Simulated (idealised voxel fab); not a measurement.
Proc. module: voxel transistor to metal
Shown is cross-section cut, with a width of 200 nm and square cells of size 5 nm.
A cross-section in this document is a grid of square cells, and it is written down as bands, the top band listed before the ones below it; a band is made up of one or more rows of cells.
Basically the band line says how high the top is and how high the bottom is, in nm, and then what's in it from left to right, every material with its width in nm. Empty space shows up as "blank", and if a single material carries "all across" it runs the full band edge to edge.
Heights are reckoned from 0. Under this level, the received wafer is all of one material. The bottommost band is open-ended downward, for example "from 0 down".
A width such as "30->40" changes by the same amount from each row of cells to the next, from the band's top row to its bottom row.
For the purposes of this document, the phrase "no alterations made" attached to a step denotes that no cell within the cross-section was modified by that step.
For the entry "Closed void inventory", the listed items are empty spaces with no open way to the top whose size is 8 cells or more; each item follows the pattern width x height at distance, where distance is from the left edge and all three are in nm.
It should be noted that, on the line of a given step, the content following the step's settings is a remark produced by the simulator itself with respect to that step.
overlay nm: on a step with a mask, how far right of its planned place the mask lay; negative means left.
Plan
1. RECEIVE | material Si
2. CONFORMAL_DEP | material SiO2 | thk nm 5
3. CONFORMAL_DEP | material SiN | thk nm 15
4. DIRECTIONAL_DEP | material aC | thk nm 10
5. PATTERN | tone cover | mask id ACTIVE | material resist | width nm 110 | thk nm 30 | overlay nm 0
6. DIRECTIONAL_ETCH | etch materials aC | depth nm 10
7. STRIP | etch materials resist
8. DIRECTIONAL_ETCH | etch materials SiN | depth nm 15
9. DIRECTIONAL_ETCH | etch materials SiO2 | depth nm 5
10. DIRECTIONAL_ETCH | etch materials Si | depth nm 30
11. STRIP | etch materials aC
12. OXIDIZE | depth nm 5
13. FILL_DEP | material SiO2 | thk nm 15
14. CMP | height nm 20
15. SELECTIVE_ETCH | etch materials SiO2 | depth nm 10
16. STRIP | etch materials SiN
17. SELECTIVE_ETCH | etch materials SiO2 | depth nm 5
18. OXIDIZE | depth nm 5
19. DIRECTIONAL_DEP | material polySi | thk nm 25
20. DIRECTIONAL_DEP | material SiCN | thk nm 10
21. MASKED_ETCH | tone cover | mask id GATE | width nm 15 | etch materials SiCN | depth nm 20 | overlay nm 0
22. MASKED_ETCH | tone cover | mask id GATE | width nm 20 | etch materials polySi | depth nm 35 | overlay nm 0
23. CONFORMAL_DEP | material SiO2 | thk nm 5
24. DIRECTIONAL_ETCH | etch materials SiO2 | depth nm 5
25. CONFORMAL_DEP | material SiN | thk nm 5
26. DIRECTIONAL_ETCH | etch materials SiN | depth nm 5
27. DIRECTIONAL_ETCH | etch materials SiO2 | depth nm 5
28. DIRECTIONAL_ETCH | etch materials Si | depth nm 15
29. EPI | material nSi | thk nm 15
30. FILL_DEP | material SiO2 | thk nm 10
31. CMP | height nm 35
32. DIRECTIONAL_DEP | material SiO2 | thk nm 10
33. DIRECTIONAL_DEP | material aC | thk nm 15
34. PATTERN | tone open | mask id CONTACT | material resist | width nm 15 | pitch nm 75 | thk nm 35 | overlay nm 0
35. DIRECTIONAL_ETCH | etch materials aC | depth nm 15
36. STRIP | etch materials resist
37. DIRECTIONAL_ETCH | etch materials SiO2 | depth nm 50
38. STRIP | etch materials aC
39. CONFORMAL_DEP | material TiN | thk nm 5
40. FILL_DEP | material Ru | thk nm 10
41. CMP | height nm 45
42. DIRECTIONAL_DEP | material TiN | thk nm 5
43. DIRECTIONAL_DEP | material Ru | thk nm 15
44. DIRECTIONAL_DEP | material aC | thk nm 10
45. PATTERN | tone cover | mask id METAL_1 | material resist | width nm 15 | pitch nm 75 | thk nm 30 | overlay nm 0
46. DIRECTIONAL_ETCH | etch materials aC | depth nm 10
47. STRIP | etch materials resist
48. DIRECTIONAL_ETCH | etch materials Ru | depth nm 15
49. DIRECTIONAL_ETCH | etch materials TiN | depth nm 5
50. STRIP | etch materials aC
51. FILL_DEP | material SiO2 | thk nm 10
52. CMP | height nm 65
53. CONFORMAL_DEP | material SiCN | thk nm 5
54. DIRECTIONAL_DEP | material SiO2 | thk nm 30
55. DIRECTIONAL_DEP | material aC | thk nm 15
56. PATTERN | tone open | mask id METAL_2 | material resist | width nm 15 | pitch nm 75 | thk nm 30 | overlay nm 0
57. DIRECTIONAL_ETCH | etch materials aC | depth nm 15
58. STRIP | etch materials resist
59. DIRECTIONAL_ETCH | etch materials SiO2 | depth nm 20
60. STRIP | etch materials aC
61. PATTERN | tone open | mask id METAL_2_HOLES | material resist | width nm 15 | pitch nm 75 | thk nm 20 | overlay nm 0
62. DIRECTIONAL_ETCH | etch materials SiO2 | depth nm 10
63. DIRECTIONAL_ETCH | etch materials SiCN | depth nm 5
64. STRIP | etch materials resist
65. CONFORMAL_DEP | material TiN | thk nm 5
66. FILL_DEP | material Cu | thk nm 5
67. CMP | height nm 100
68. CONFORMAL_DEP | material SiN | thk nm 5
Heads up: all these wafers start the same, and what changes between them is the width nm in step 21. The value you see in the plan is just what the first wafer got.
Cross-section of the first incoming wafer of several, state after step 1
    from 0 down = Si all across
    Closed void inventory: none
Rows = wafers. At module end, each row lists per material the cells gained (+) or lost (-) since the wafer was received, then the closed voids
width nm 15, +12 Cu, +30 Ru, -196 Si, +40 SiCN, +56 SiN, +746 SiO2, +78 TiN, +54 nSi, +20 polySi, Closed void inventory: none
width nm 20, +12 Cu, +30 Ru, -196 Si, +42 SiCN, +56 SiN, +744 SiO2, +78 TiN, +54 nSi, +20 polySi, Closed void inventory: none
width nm 25, +12 Cu, +30 Ru, -193 Si, +44 SiCN, +56 SiN, +740 SiO2, +75 TiN, +51 nSi, +25 polySi, Closed void inventory: none
width nm 30, +12 Cu, +30 Ru, -190 Si, +46 SiCN, +56 SiN, +736 SiO2, +72 TiN, +48 nSi, +30 polySi, Closed void inventory: none
width nm 35, +12 Cu, +30 Ru, -187 Si, +48 SiCN, +56 SiN, +732 SiO2, +69 TiN, +45 nSi, +35 polySi, Closed void inventory: none
